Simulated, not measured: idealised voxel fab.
Name of the process module below: voxel capacitor over wiring
It is cross-section cut that appears here, measuring 220 nm in width, its square cells being 5 nm in size.
Heads up, the way a cross-section reads in here is a grid of square cells, handed over as bands from the top down, with every band being one or more rows of cells. A band entry consists of two parts. The first gives the height of the band's top and the height of its bottom, in nm. The rest lists the band's materials from left to right, each with its width in nm. A single material labelled with the word "edge to edge" fills the band from edge to edge, and the word "air" marks empty space. A quick word on heights: they are counted from 0, and under that level the wafer as it came to us is one material throughout. The lowest band is different from the rest in having no bottom; it simply continues downward, written as in "0 and below". A two-number width, for instance "30..40", indicates that the width is equal to the first number in the top row of the band and to the second number in the bottom row, and that it changes by a constant amount per row of cells. When a step is marked "everything unchanged", none of the cells in the cross-section changed during that step. Closed-off voids of 8+ cells (no open route to the top) go in "Non-vented voids", written width x height at distance from the left edge, in nm. after a step's settings: what the simulator itself notes on the step. "overlay nm" on a masked step: distance the mask lay right of its planned place, negative for left.

## The following list gives the planned process steps
- 1: op RECEIVE | material Si
- 2: op CONFORMAL_DEP | material SiO2 | thk nm 15
- 3: op DIRECTIONAL_DEP | material TiN | thk nm 5
- 4: op DIRECTIONAL_DEP | material W | thk nm 15
- 5: op DIRECTIONAL_DEP | material aC | thk nm 15
- 6: op PATTERN | tone cover | mask id METAL_1 | material resist | width nm 30 | pitch nm 90 | thk nm 30 | overlay nm 0
- 7: op DIRECTIONAL_ETCH | etch materials aC | depth nm 15
- 8: op STRIP | etch materials resist
- 9: op DIRECTIONAL_ETCH | etch materials W | depth nm 15
- 10: op DIRECTIONAL_ETCH | etch materials TiN | depth nm 5
- 11: op STRIP | etch materials aC
- 12: op CONFORMAL_DEP | material SiN | thk nm 5
- 13: op FILL_DEP | material SiO2 | thk nm 5
- 14: op CMP | height nm 35
- 15: op CONFORMAL_DEP | material SiCN | thk nm 5
- 16: op DIRECTIONAL_DEP | material SiO2 | thk nm 15
- 17: op PATTERN | tone open | mask id PLUG_1 | material resist | width nm 15 | thk nm 15 | overlay nm 0
- 18: op DIRECTIONAL_ETCH | etch materials SiO2 | depth nm 15
- 19: op DIRECTIONAL_ETCH | etch materials SiCN | depth nm 5
- 20: op STRIP | etch materials resist
- 21: op CONFORMAL_DEP | material TiN | thk nm 5
- 22: op FILL_DEP | material Cu | thk nm 10
- 23: op CMP | height nm 55
- 24: op DIRECTIONAL_DEP | material TiN | thk nm 10
- 25: op DIRECTIONAL_DEP | material Al2O3 | thk nm 5
- 26: op DIRECTIONAL_DEP | material TiN | thk nm 5
- 27: op PATTERN | tone cover | mask id UPPER_PLATE | material resist | width nm 65 | thk nm 15 | overlay nm 0
- 28: op DIRECTIONAL_ETCH | etch materials TiN | depth nm 5
- 29: op DIRECTIONAL_ETCH | etch materials Al2O3 | depth nm 5
- 30: op STRIP | etch materials resist
- 31: op DIRECTIONAL_DEP | material aC | thk nm 10
- 32: op PATTERN | tone cover | mask id LOWER_PLATE | material resist | width nm 75 | thk nm 25 | overlay nm 0
- 33: op DIRECTIONAL_ETCH | etch materials aC | depth nm 10
- 34: op STRIP | etch materials resist
- 35: op DIRECTIONAL_ETCH | etch materials TiN | depth nm 10
- 36: op STRIP | etch materials aC
- 37: op FILL_DEP | material SiO2 | thk nm 20
- 38: op CMP | height nm 90
- 39: op MASKED_ETCH | tone open | mask id PLUG_2 | width nm 15 | etch materials SiO2 | depth nm 15 | overlay nm 0
- 40: op CONFORMAL_DEP | material TiN | thk nm 5
- 41: op FILL_DEP | material W | thk nm 5
- 42: op CMP | height nm 90
- 43: op CONFORMAL_DEP | material SiCN | thk nm 5

## Cross-sectional view of the wafer in its as-received condition, corresponding to the state after step 1
    0 and below = Si edge to edge
    Non-vented voids: none

## Cross-section, end of module. Start: as above. Plan: as above. Execution: one mistake
    95 down to 90 = SiCN edge to edge
    90 down to 80 = 75..65 nm SiO2 | 15..65 nm TiN | 130..90 nm SiO2
    80 down to 70 = 60 nm SiO2 | 75 nm TiN | 85 nm SiO2
    70 down to 65 = Al2O3 edge to edge
    65 down to 55 = TiN edge to edge
    55 down to 40 = 65 nm SiO2 | 5 nm TiN | 5 nm Cu | 5 nm TiN | 140 nm SiO2
    40 down to 35 = 65 nm SiCN | 15 nm TiN | 140 nm SiCN
    35 down to 20 = 45 nm SiO2 | 5 nm SiN | 30 nm W | 5 nm SiN | 50 nm SiO2 | 5 nm SiN | 30 nm W | 5 nm SiN | 45 nm SiO2
    20 down to 15 = 50 nm SiN | 30 nm TiN | 60 nm SiN | 30 nm TiN | 50 nm SiN
    15 down to 0 = SiO2 edge to edge
    0 and below = Si edge to edge
    Non-vented voids: none
Deviation from plan: step 26, actual vs plan mismatch, actual run op DIRECTIONAL_DEP | material TiN | thk nm 15
